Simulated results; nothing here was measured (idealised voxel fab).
Title: Process Module voxel wiring stack
Each square cell in cross-section cut measures 5 nm, and the section as a whole is 250 nm wide.
Notation: cross-section as square-cell grid; stated in bands, top first, going down; one or more cell rows per band.
It is stipulated that each band's entry specify, in nanometres, the height of the top of the band and then that of its bottom, followed by the materials of the band in left-to-right sequence, each together with its width in nanometres. A single material marked by the word "everywhere" is understood to fill the band from edge to edge; the word "blank" is understood to denote empty space.
All heights in this document are referenced to 0, defined as the level beneath which the wafer, as received, consists entirely of one material. The lowest band is not bounded below; it extends indefinitely downward and is written in the form "0 nm and below".
Width spec "30 to 40" -> top row of cells at first value, bottom row at second value, equal per-row change in between.
"all unchanged" means the step left every cell of the cross-section as it was.
The label "Closed void roster" introduces a list of the empty spaces, 8 cells or larger, that have no open way up to the top; each entry in it reads width x height at distance, where the distance is taken from the left edge and all three are stated in nm.
On a step's line, text after the settings is the simulator commenting on that step.
overlay nm, on a step with a mask: how far to the right of its planned place the mask lay; to the left if negative

Steps planned for the process:
1,RECEIVE | material Si
2,CONFORMAL_DEP | material SiO2 | thk nm 15
3,CONFORMAL_DEP | material SiN | thk nm 5
4,DIRECTIONAL_DEP | material lowk | thk nm 25
5,MASKED_ETCH | tone open | mask id METAL_1 | width nm 30 | pitch nm 50 | etch materials lowk | depth nm 25 | overlay nm 0
6,MASKED_ETCH | tone open | mask id METAL_1 | width nm 30 | pitch nm 50 | etch materials SiN | depth nm 5 | overlay nm 0
7,CONFORMAL_DEP | material TiN | thk nm 5
8,FILL_DEP | material Cu | thk nm 10
9,CMP | height nm 45
10,CONFORMAL_DEP | material SiCN | thk nm 5
11,DIRECTIONAL_DEP | material lowk | thk nm 15
12,DIRECTIONAL_DEP | material aC | thk nm 15
13,PATTERN | tone open | mask id PLUG_1 | material resist | width nm 15 | pitch nm 50 | thk nm 30 | overlay nm 0
14,DIRECTIONAL_ETCH | etch materials aC | depth nm 15
15,STRIP | etch materials resist
16,DIRECTIONAL_ETCH | etch materials lowk | depth nm 15
17,DIRECTIONAL_ETCH | etch materials SiCN | depth nm 5
18,STRIP | etch materials aC
19,CONFORMAL_DEP | material TiN | thk nm 5
20,FILL_DEP | material W | thk nm 10
21,CMP | height nm 65
22,CONFORMAL_DEP | material SiCN | thk nm 5
23,DIRECTIONAL_DEP | material SiO2 | thk nm 20
24,DIRECTIONAL_DEP | material aC | thk nm 15
25,PATTERN | tone open | mask id METAL_2 | material resist | width nm 30 | pitch nm 50 | thk nm 35 | overlay nm -15
26,DIRECTIONAL_ETCH | etch materials aC | depth nm 15
27,STRIP | etch materials resist
28,DIRECTIONAL_ETCH | etch materials SiO2 | depth nm 20
29,DIRECTIONAL_ETCH | etch materials SiCN | depth nm 5
30,STRIP | etch materials aC
31,CONFORMAL_DEP | material TiN | thk nm 5
32,FILL_DEP | material Cu | thk nm 5
33,CMP | height nm 90
34,CONFORMAL_DEP | material SiCN | thk nm 5
35,DIRECTIONAL_DEP | material lowk | thk nm 10
36,DIRECTIONAL_DEP | material aC | thk nm 10
37,PATTERN | tone open | mask id PLUG_2 | material resist | width nm 15 | pitch nm 50 | thk nm 25 | overlay nm 0
38,DIRECTIONAL_ETCH | etch materials aC | depth nm 10
39,STRIP | etch materials resist
40,DIRECTIONAL_ETCH | etch materials lowk | depth nm 10
41,DIRECTIONAL_ETCH | etch materials SiCN | depth nm 5
42,STRIP | etch materials aC
43,EPI | material Ru | thk nm 10
44,EPI | material Ru | thk nm 5
45,CONFORMAL_DEP | material SiN | thk nm 5
46,DIRECTIONAL_DEP | material SiO2 | thk nm 15
47,DIRECTIONAL_DEP | material aC | thk nm 15
48,PATTERN | tone open | mask id METAL_3 | material resist | width nm 30 | pitch nm 50 | thk nm 35 | overlay nm 0
49,DIRECTIONAL_ETCH | etch materials aC | depth nm 15
50,STRIP | etch materials resist
51,DIRECTIONAL_ETCH | etch materials SiO2 | depth nm 15
52,DIRECTIONAL_ETCH | etch materials SiN | depth nm 5
53,STRIP | etch materials aC
54,CONFORMAL_DEP | material TiN | thk nm 5
55,FILL_DEP | material Cu | thk nm 5
56,CMP | height nm 125
57,EPI | material Ru | thk nm 5
58,FILL_DEP | material SiCN | thk nm 5
Split variable: overlay nm, step 25. Plan value = first wafer. Wafers start alike.

Step 1 complete: as-received cross-section of the first of several wafers:
* 0 nm and below  Si everywhere
* Closed void roster: none

Cross-section after step 58, the final step of the module, for the first of several wafers:
* 135 nm to 130 nm  SiCN everywhere
* 130 nm to 125 nm  SiCN 30, then Ru 40, then SiCN 10, then Ru 40, then SiCN 10, then Ru 40, then SiCN 10, then Ru 40, then SiCN 30
* 125 nm to 110 nm  SiO2 35, then TiN 5, then Cu 20, then TiN 5, then SiO2 20, then TiN 5, then Cu 20, then TiN 5, then SiO2 20, then TiN 5, then Cu 20, then TiN 5, then SiO2 20, then TiN 5, then Cu 20, then TiN 5, then SiO2 35
* 110 nm to 105 nm  SiN 35, then TiN 30, then SiN 20, then TiN 30, then SiN 20, then TiN 30, then SiN 20, then TiN 30, then SiN 35
* 105 nm to 95 nm  lowk 35, then Ru 15, then lowk 35, then Ru 15, then lowk 35, then Ru 15, then lowk 35, then Ru 15, then lowk 50
* 95 nm to 90 nm  SiCN 35, then Ru 15, then SiCN 35, then Ru 15, then SiCN 35, then Ru 15, then SiCN 35, then Ru 15, then SiCN 50
* 90 nm to 70 nm  SiO2 20, then TiN 5, then Cu 20, then TiN 5, then SiO2 20, then TiN 5, then Cu 20, then TiN 5, then SiO2 20, then TiN 5, then Cu 20, then TiN 5, then SiO2 20, then TiN 5, then Cu 20, then TiN 5, then SiO2 50
* 70 nm to 65 nm  SiCN 20, then TiN 30, then SiCN 20, then TiN 30, then SiCN 20, then TiN 30, then SiCN 20, then TiN 30, then SiCN 50
* 65 nm to 50 nm  lowk 35, then TiN 5, then W 5, then TiN 5, then lowk 35, then TiN 5, then W 5, then TiN 5, then lowk 35, then TiN 5, then W 5, then TiN 5, then lowk 35, then TiN 5, then W 5, then TiN 5, then lowk 50
* 50 nm to 45 nm  SiCN 35, then TiN 15, then SiCN 35, then TiN 15, then SiCN 35, then TiN 15, then SiCN 35, then TiN 15, then SiCN 50
* 45 nm to 20 nm  lowk 35, then TiN 5, then Cu 20, then TiN 5, then lowk 20, then TiN 5, then Cu 20, then TiN 5, then lowk 20, then TiN 5, then Cu 20, then TiN 5, then lowk 20, then TiN 5, then Cu 20, then TiN 5, then lowk 35
* 20 nm to 15 nm  SiN 35, then TiN 30, then SiN 20, then TiN 30, then SiN 20, then TiN 30, then SiN 20, then TiN 30, then SiN 35
* 15 nm to 0 nm  SiO2 everywhere
* 0 nm and below  Si everywhere
* Closed void roster: none

X-section, last wafer, module end:
* 135 nm to 130 nm  SiCN everywhere
* 130 nm to 125 nm  SiCN 30, then Ru 40, then SiCN 10, then Ru 40, then SiCN 10, then Ru 40, then SiCN 10, then Ru 40, then SiCN 30
* 125 nm to 110 nm  SiO2 35, then TiN 5, then Cu 20, then TiN 5, then SiO2 20, then TiN 5, then Cu 20, then TiN 5, then SiO2 20, then TiN 5, then Cu 20, then TiN 5, then SiO2 20, then TiN 5, then Cu 20, then TiN 5, then SiO2 35
* 110 nm to 105 nm  SiN 35, then TiN 30, then SiN 20, then TiN 30, then SiN 20, then TiN 30, then SiN 20, then TiN 30, then SiN 35
* 105 nm to 95 nm  lowk 35, then SiN 5, then TiN 5, then SiN 5, then lowk 35, then SiN 5, then TiN 5, then SiN 5, then lowk 35, then SiN 5, then TiN 5, then SiN 5, then lowk 35, then SiN 5, then TiN 5, then SiN 5, then lowk 50
* 95 nm to 90 nm  SiCN 35, then SiN 5, then TiN 5, then SiN 5, then SiCN 35, then SiN 5, then TiN 5, then SiN 5, then SiCN 35, then SiN 5, then TiN 5, then SiN 5, then SiCN 35, then SiN 5, then TiN 5, then SiN 5, then SiCN 50
* 90 nm to 70 nm  SiO2 50, then TiN 5, then Cu 20, then TiN 5, then SiO2 20, then TiN 5, then Cu 20, then TiN 5, then SiO2 20, then TiN 5, then Cu 20, then TiN 5, then SiO2 20, then TiN 5, then Cu 20, then TiN 5, then SiO2 20
* 70 nm to 65 nm  SiCN 50, then TiN 30, then SiCN 20, then TiN 30, then SiCN 20, then TiN 30, then SiCN 20, then TiN 30, then SiCN 20
* 65 nm to 50 nm  lowk 35, then TiN 5, then W 5, then TiN 5, then lowk 35, then TiN 5, then W 5, then TiN 5, then lowk 35, then TiN 5, then W 5, then TiN 5, then lowk 35, then TiN 5, then W 5, then TiN 5, then lowk 50
* 50 nm to 45 nm  SiCN 35, then TiN 15, then SiCN 35, then TiN 15, then SiCN 35, then TiN 15, then SiCN 35, then TiN 15, then SiCN 50
* 45 nm to 20 nm  lowk 35, then TiN 5, then Cu 20, then TiN 5, then lowk 20, then TiN 5, then Cu 20, then TiN 5, then lowk 20, then TiN 5, then Cu 20, then TiN 5, then lowk 20, then TiN 5, then Cu 20, then TiN 5, then lowk 35
* 20 nm to 15 nm  SiN 35, then TiN 30, then SiN 20, then TiN 30, then SiN 20, then TiN 30, then SiN 20, then TiN 30, then SiN 35
* 15 nm to 0 nm  SiO2 everywhere
* 0 nm and below  Si everywhere
* Closed void roster: none

Row per wafer, end-of-module: cell gain (+)/loss (-) by material since the wafer came in, then closed voids:
overlay nm -15 | +192 Cu | +68 Ru | +170 SiCN | +52 SiN | +332 SiO2 | +204 TiN | +12 W | +320 lowk | Closed void roster: none
overlay nm -10 | +192 Cu | +68 Ru | +170 SiCN | +52 SiN | +332 SiO2 | +204 TiN | +12 W | +320 lowk | Closed void roster: none
overlay nm -5 | +192 Cu | +68 Ru | +170 SiCN | +52 SiN | +332 SiO2 | +204 TiN | +12 W | +320 lowk | Closed void roster: none
overlay nm 0 | +192 Cu | +68 Ru | +170 SiCN | +52 SiN | +332 SiO2 | +204 TiN | +12 W | +320 lowk | Closed void roster: none
overlay nm 5 | +192 Cu | +68 Ru | +170 SiCN | +52 SiN | +332 SiO2 | +204 TiN | +12 W | +320 lowk | Closed void roster: none
overlay nm 10 | +192 Cu | +68 Ru | +170 SiCN | +52 SiN | +332 SiO2 | +204 TiN | +12 W | +320 lowk | Closed void roster: none
overlay nm 15 | +192 Cu | +32 Ru | +170 SiCN | +76 SiN | +332 SiO2 | +216 TiN | +12 W | +320 lowk | Closed void roster: none
